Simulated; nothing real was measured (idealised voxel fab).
voxel ribs on slabs: a process module
This is section cut - it's 150 nm across, gridded in 5 nm square cells.
Think of the cross-section as a grid of square cells. We describe it in bands, top to bottom, and each band covers one or more rows of those cells.
Heads up on the band format: heights come first, top then bottom, in nm. After that it's the materials left to right, each with its width in nm. A single material flagged "edge to edge" fills the whole band edge to edge, and "air" means there's empty space there.
Basically, 0 is our baseline, since under it the wafer straight out of the box is all one material. The bottom band has no lower end and keeps on going down, so it looks like "0 nm and below".
Width: "30..40" (first number = top row, second number = bottom row, same change from row to row of cells).
Reading "nothing was modified" for a step: not a cell of the cross-section changed in it.
If an empty space has no open way to the top and is at least 8 cells in size, "Enclosed void catalog" lists it, written width x height at distance, where distance is measured from the left edge and every value is in nm.
Text after the settings on a step's line: the simulator's own remark on that step.
overlay nm: right-of-plan distance of the mask on a masked step; negative values mean left-of-plan.

**List of planned process steps**
1) RECEIVE | material Si
2) DIRECTIONAL_DEP | material SiO2 | thk nm 25
3) DIRECTIONAL_DEP | material SiN | thk nm 15
4) PATTERN | tone cover | mask id RIB | material resist | width nm 15 | thk nm 15 | overlay nm 0
5) DIRECTIONAL_ETCH | etch materials SiN | depth nm 10
6) STRIP | etch materials resist
7) MASKED_ETCH | tone cover | mask id SLAB | width nm 55 | etch materials SiN | depth nm 5 | overlay nm 0
8) FILL_DEP | material SiO2 | thk nm 15
9) CMP | height nm 50
10) DIRECTIONAL_DEP | material TiN | thk nm 5
11) PATTERN | tone cover | mask id HEATER | material resist | width nm 25 | thk nm 20 | overlay nm 0
12) DIRECTIONAL_ETCH | etch materials TiN | depth nm 5
13) STRIP | etch materials resist
14) CONFORMAL_DEP | material SiN | thk nm 5

**Cross-section, incoming material, after step 1**
0 nm and below | Si edge to edge
Enclosed void catalog: none

**End-of-module XS, first of two wafers, run as planned**
60 nm to 55 nm | 55 air | 35 SiN | 60 air
55 nm to 50 nm | 60 SiN | 25 TiN | 65 SiN
50 nm to 40 nm | SiO2 edge to edge
40 nm to 30 nm | 65 SiO2 | 15 SiN | 70 SiO2
30 nm to 25 nm | 45 SiO2 | 55 SiN | 50 SiO2
25 nm to 0 nm | SiO2 edge to edge
0 nm and below | Si edge to edge
Enclosed void catalog: none

**Wafer two cross-section, module end. Start and plan unchanged from wafer one; one mistake made during the run**
60 nm to 55 nm | 55 air | 35 SiN | 60 air
55 nm to 50 nm | 60 SiN | 25 TiN | 65 SiN
50 nm to 40 nm | SiO2 edge to edge
40 nm to 35 nm | 45 SiO2 | 20 SiN | 15 SiO2 | 20 SiN | 50 SiO2
35 nm to 30 nm | 65 SiN | 15 SiO2 | 70 SiN
30 nm to 25 nm | SiN edge to edge
25 nm to 0 nm | SiO2 edge to edge
0 nm and below | Si edge to edge
Enclosed void catalog: none
What was the processing mistake? step 4 was run on a setting that differed from the plan, and what really ran there is PATTERN | tone open | mask id RIB | material resist | width nm 15 | thk nm 15 | overlay nm 0
Upon completion, the second wafer contains, in terms of cells, a greater or smaller amount of certain materials than the first wafer: SiN +48, SiO2 -48
